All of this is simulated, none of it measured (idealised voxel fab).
Title: Process Module voxel trench capacitor
Square cell edge 5 nm, section width 260 nm, ID cut.
Cross-section, as written here: a square-cell grid given band by band from the top down, where a band holds one or more rows of cells. What a band's entry tells you: where the top is and where the bottom is, as heights in nm, and after that what lies inside, material by material from left to right, each with its width in nm. Empty space is written as the word "air", and a single material marked with the word "full width" occupies the band from edge to edge. Heights are expressed relative to 0, this being the level below which the as-received wafer comprises one material exclusively. The lowest band is unbounded in the downward direction and is denoted as in "0 -> down". Width spec "30..40" -> top row of cells at first value, bottom row at second value, equal per-row change in between. Take "changes: none" at face value: in the step it is given for, the cross-section changed in none of its cells. Each empty space that has no open way to the top and spans at least 8 cells appears under "Listed closed voids" as width x height at distance, the distance counted from the left edge, all in nm. Step line, after settings: the simulator's comment on this step. The "overlay nm" setting may appear on a step's line; for a step that uses a mask, it gives how far to the right of its planned position the mask lay, and a negative value indicates the left.
Listed below are the process steps as planned
- 1: RECEIVE [material Si]
- 2: CONFORMAL_DEP [material SiN] [thk nm 5]
- 3: MASKED_ETCH [tone open] [mask id TRENCH] [width nm 25] [pitch nm 50] [etch materials SiN] [depth nm 5] [overlay nm 0]
- 4: MASKED_ETCH [tone open] [mask id TRENCH] [width nm 25] [pitch nm 50] [etch materials Si] [depth nm 30] [overlay nm 0]
- 5: CONFORMAL_DEP [material SiO2] [thk nm 5]
- 6: FILL_DEP [material polySi] [thk nm 10]
- 7: CMP [height nm 5]
First wafer out of two, processed as planned
As-received state of the wafer in cross-section, equivalent to post-step 1
* 0 -> down | Si full width
* Listed closed voids: none
Cross-section through the wafer, step 2 finished
* 5 -> 0 | SiN full width
* Everything below 0 is unchanged.
Cross-section through the wafer, step 3 finished
* 5 -> 0 | 90 of SiN | 25 of air | 25 of SiN | 25 of air | 95 of SiN
* Everything below 0 is unchanged.
Cross-section through the wafer, step 4 finished
* 5 -> 0 | 90 of SiN | 25 of air | 25 of SiN | 25 of air | 95 of SiN
* 0 -> -30 | 90 of Si | 25 of air | 25 of Si | 25 of air | 95 of Si
* Everything below -30 is unchanged.
Cross-section through the wafer, step 5 finished
* 10 -> 5 | 95 of SiO2 | 15 of air | 35 of SiO2 | 15 of air | 100 of SiO2
* 5 -> 0 | 90 of SiN | 5 of SiO2 | 15 of air | 5 of SiO2 | 25 of SiN | 5 of SiO2 | 15 of air | 5 of SiO2 | 95 of SiN
* 0 -> -25 | 90 of Si | 5 of SiO2 | 15 of air | 5 of SiO2 | 25 of Si | 5 of SiO2 | 15 of air | 5 of SiO2 | 95 of Si
* -25 -> -30 | 90 of Si | 25 of SiO2 | 25 of Si | 25 of SiO2 | 95 of Si
* Everything below -30 is unchanged.
Cross-section through the wafer, step 6 finished
* 20 -> 10 | polySi full width
* 10 -> 5 | 95 of SiO2 | 15 of polySi | 35 of SiO2 | 15 of polySi | 100 of SiO2
* 5 -> 0 | 90 of SiN | 5 of SiO2 | 15 of polySi | 5 of SiO2 | 25 of SiN | 5 of SiO2 | 15 of polySi | 5 of SiO2 | 95 of SiN
* 0 -> -25 | 90 of Si | 5 of SiO2 | 15 of polySi | 5 of SiO2 | 25 of Si | 5 of SiO2 | 15 of polySi | 5 of SiO2 | 95 of Si
* Everything below -25 is unchanged.
Cross-section through the wafer, step 7 finished
* 5 -> 0 | 90 of SiN | 5 of SiO2 | 15 of polySi | 5 of SiO2 | 25 of SiN | 5 of SiO2 | 15 of polySi | 5 of SiO2 | 95 of SiN
* Everything below 0 is unchanged.
Second wafer, same starting conditions and recipe as the first, one mistake in executing it, nothing differs from the first up to and including step 2
Second wafer, section view, time point: scheduled end of step 3
* 5 -> 0 | 95 of SiN | 25 of air | 25 of SiN | 25 of air | 90 of SiN
* Everything below 0 is unchanged.
Second wafer, section view, time point: scheduled end of step 4
* 5 -> 0 | 95 of SiN | 25 of air | 25 of SiN | 25 of air | 90 of SiN
* 0 -> -30 | 95 of Si | 20 of air | 30 of Si | 20 of air | 95 of Si
* Everything below -30 is unchanged.
Second wafer, section view, time point: scheduled end of step 5
* 10 -> 5 | 100 of SiO2 | 15 of air | 35 of SiO2 | 15 of air | 95 of SiO2
* 5 -> 0 | 95 of SiN | 5 of SiO2 | 10 of air | 10 of SiO2 | 25 of SiN | 5 of SiO2 | 10 of air | 10 of SiO2 | 90 of SiN
* 0 -> -25 | 95 of Si | 5 of SiO2 | 10 of air | 5 of SiO2 | 30 of Si | 5 of SiO2 | 10 of air | 5 of SiO2 | 95 of Si
* -25 -> -30 | 95 of Si | 20 of SiO2 | 30 of Si | 20 of SiO2 | 95 of Si
* Everything below -30 is unchanged.
Second wafer, section view, time point: scheduled end of step 6
* 20 -> 10 | polySi full width
* 10 -> 5 | 100 of SiO2 | 15 of polySi | 35 of SiO2 | 15 of polySi | 95 of SiO2
* 5 -> 0 | 95 of SiN | 5 of SiO2 | 10 of polySi | 10 of SiO2 | 25 of SiN | 5 of SiO2 | 10 of polySi | 10 of SiO2 | 90 of SiN
* 0 -> -25 | 95 of Si | 5 of SiO2 | 10 of polySi | 5 of SiO2 | 30 of Si | 5 of SiO2 | 10 of polySi | 5 of SiO2 | 95 of Si
* Everything below -25 is unchanged.
Second wafer, section view, time point: scheduled end of step 7
* 5 -> 0 | 95 of SiN | 5 of SiO2 | 10 of polySi | 10 of SiO2 | 25 of SiN | 5 of SiO2 | 10 of polySi | 10 of SiO2 | 90 of SiN
* Everything below 0 is unchanged.
Diagnosis: step 3 did not use the planned setting and instead ran as MASKED_ETCH [tone open] [mask id TRENCH] [width nm 25] [pitch nm 50] [etch materials SiN] [depth nm 5] [overlay nm 5]
FYI, end of process, the second wafer has more or fewer cells of some materials than the first: +12 Si, -12 polySi
